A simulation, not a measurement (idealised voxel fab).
Herein follows the process module entitled voxel tone inversion.
Square cell edge 5 nm, section width 155 nm, ID cut.
In this document a cross-section is written as a grid of square cells. It is given as a series of bands, listed from the top down, and a band is one or more rows of cells.
The entry gives the band's vertical extent as a top height and a bottom height in nm, then its horizontal make-up as materials from left to right, each with a width in nm. "empty" stands for empty space; a single material marked "throughout" fills the band edge to edge.
Ref level 0: as-received wafer is one material below here. Bottom band extends down with no lower bound ("0 -> down").
The expression "30 to 40" gives the width at the extremes of the band, the first number at its top row of cells and the second at its bottom row, with the width changing by equal amounts from each row to the next in between.
"nothing was modified" means the step left every cell of the cross-section as it was.
Each empty space that has no open way to the top and spans at least 8 cells appears under "Entrapped void list" as width x height at distance, the distance counted from the left edge, all in nm.
Whatever follows a step's settings on its line is a remark the simulator itself makes about that step.
overlay nm: for a step with a mask, the amount by which the mask lay right of where it was planned; a negative amount means left of it.
Planned process steps:
1. RECEIVE,material Si
2. CONFORMAL_DEP,material SiN,thk nm 5
3. DIRECTIONAL_DEP,material polySi,thk nm 15
4. PATTERN,tone cover,mask id POSTS,material resist,width nm 25,pitch nm 55,thk nm 20,overlay nm 0
5. DIRECTIONAL_ETCH,etch materials polySi,depth nm 15
6. STRIP,etch materials resist
7. FILL_DEP,material lowk,thk nm 5
8. CMP,height nm 20
9. STRIP,etch materials polySi
10. CONFORMAL_DEP,material TiN,thk nm 5
11. FILL_DEP,material Ru,thk nm 10
12. CMP,height nm 20
13. CONFORMAL_DEP,material SiN,thk nm 5
Cross-section of the incoming wafer, state after step 1:
0 -> down | Si throughout
Entrapped void list: none
Here's the cross-section of the first of our two wafers at the end of the module - it ran as planned:
25 -> 20 | SiN throughout
20 -> 10 | lowk: 35 | TiN: 5 | Ru: 15 | TiN: 5 | lowk: 30 | TiN: 5 | Ru: 15 | TiN: 5 | lowk: 40
10 -> 5 | lowk: 35 | TiN: 25 | lowk: 30 | TiN: 25 | lowk: 40
5 -> 0 | SiN throughout
0 -> down | Si throughout
Entrapped void list: none
Wafer two, end of module, cross-section. Same start, same plan as wafer one. One mistake in the run:
25 -> 20 | SiN throughout
20 -> 10 | Ru: 30 | TiN: 5 | lowk: 25 | TiN: 5 | Ru: 20 | TiN: 5 | lowk: 25 | TiN: 5 | Ru: 35
10 -> 5 | TiN: 35 | lowk: 25 | TiN: 30 | lowk: 25 | TiN: 40
5 -> 0 | SiN throughout
0 -> down | Si throughout
Entrapped void list: none
The mistake made against the process plan was this: step 4 was processed under conditions differing from the plan, specifically as PATTERN,tone open,mask id POSTS,material resist,width nm 25,pitch nm 55,thk nm 20,overlay nm 0
At the finish, the second wafer shows more or fewer cells for some materials than the first does: Ru +22 | TiN +11 | lowk -33
